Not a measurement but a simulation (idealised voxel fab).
process module | voxel capacitor over wiring
cross-section cut | 295 nm wide | cells 5 nm
A cross-section is a grid of square cells, given in bands from the top down. A band is one or more rows of cells.
Each band's line starts with the height of the band's top and of its bottom, in nm. Then come its materials from left to right, each with its width in nm. One material with "throughout" fills the band from edge to edge. "air" is empty space.
Height 0 is the level under which the wafer as received is all one material. The lowest band goes on downwards, as in "0 down".
A width such as "30 to 40" changes by the same amount from each row of cells to the next, from the band's top row to its bottom row.
"no change" after a step means that no cell of the cross-section changed.
closed voids: empty space of 8 cells or more with no open way to the top, each as width x height at its distance from the left edge, in nm
after a step's settings: what the simulator itself notes on the step
overlay nm, on a step with a mask: how far to the right of its planned place the mask lay; to the left if negative
plan
1 op RECEIVE | material Si
2 op CONFORMAL_DEP | material SiO2 | thk nm 10
3 op CONFORMAL_DEP | material SiCN | thk nm 5
4 op DIRECTIONAL_DEP | material SiO2 | thk nm 25
5 op MASKED_ETCH | tone open | mask id METAL_1 | width nm 20 | pitch nm 85 | etch materials SiO2 | depth nm 25 | overlay nm 0
6 op MASKED_ETCH | tone open | mask id METAL_1 | width nm 20 | pitch nm 85 | etch materials SiCN | depth nm 5 | overlay nm 0
7 op CONFORMAL_DEP | material TiN | thk nm 5
8 op FILL_DEP | material W | thk nm 5
9 op CMP | height nm 40
10 op CONFORMAL_DEP | material SiCN | thk nm 5
11 op DIRECTIONAL_DEP | material lowk | thk nm 10
12 op DIRECTIONAL_DEP | material aC | thk nm 10
13 op PATTERN | tone open | mask id PLUG_1 | material resist | width nm 15 | thk nm 30 | overlay nm 0
14 op DIRECTIONAL_ETCH | etch materials aC | depth nm 10
15 op STRIP | etch materials resist
16 op DIRECTIONAL_ETCH | etch materials lowk | depth nm 10
17 op DIRECTIONAL_ETCH | etch materials SiCN | depth nm 5
18 op STRIP | etch materials aC
19 op EPI | material Ru | thk nm 10
20 op EPI | material Ru | thk nm 5
21 op DIRECTIONAL_DEP | material TiN | thk nm 10
22 op DIRECTIONAL_DEP | material HfO2 | thk nm 5
23 op DIRECTIONAL_DEP | material TiN | thk nm 5
24 op MASKED_ETCH | tone cover | mask id UPPER_PLATE | width nm 70 | etch materials TiN | depth nm 5 | overlay nm 0
25 op MASKED_ETCH | tone cover | mask id UPPER_PLATE | width nm 70 | etch materials HfO2 | depth nm 5 | overlay nm 0
26 op MASKED_ETCH | tone cover | mask id LOWER_PLATE | width nm 80 | etch materials TiN | depth nm 10 | overlay nm 0
27 op FILL_DEP | material SiO2 | thk nm 15
28 op CMP | height nm 85
29 op PATTERN | tone open | mask id PLUG_2 | material resist | width nm 15 | thk nm 20 | overlay nm 0
30 op DIRECTIONAL_ETCH | etch materials SiO2 | depth nm 10
31 op STRIP | etch materials resist
32 op CONFORMAL_DEP | material TiN | thk nm 5
33 op FILL_DEP | material Ru | thk nm 5
34 op CMP | height nm 85
35 op CONFORMAL_DEP | material SiCN | thk nm 5
varied across the wafers: width nm of step 29. The plan shows the first wafer's value. All wafers start alike
first wafer as received, after step 1
  0 down: Si throughout
  closed voids: none
each wafer at the end: cells of each material gained (+) or lost (-) since it was received, then its closed voids
width nm 15 | +14 HfO2 | +10 Ru | +166 SiCN | +661 SiO2 | +79 TiN | +20 W | +112 lowk | closed voids: none
width nm 20 | +14 HfO2 | +11 Ru | +166 SiCN | +659 SiO2 | +80 TiN | +20 W | +112 lowk | closed voids: none
width nm 25 | +14 HfO2 | +12 Ru | +166 SiCN | +657 SiO2 | +81 TiN | +20 W | +112 lowk | closed voids: none
width nm 30 | +14 HfO2 | +13 Ru | +166 SiCN | +655 SiO2 | +82 TiN | +20 W | +112 lowk | closed voids: none
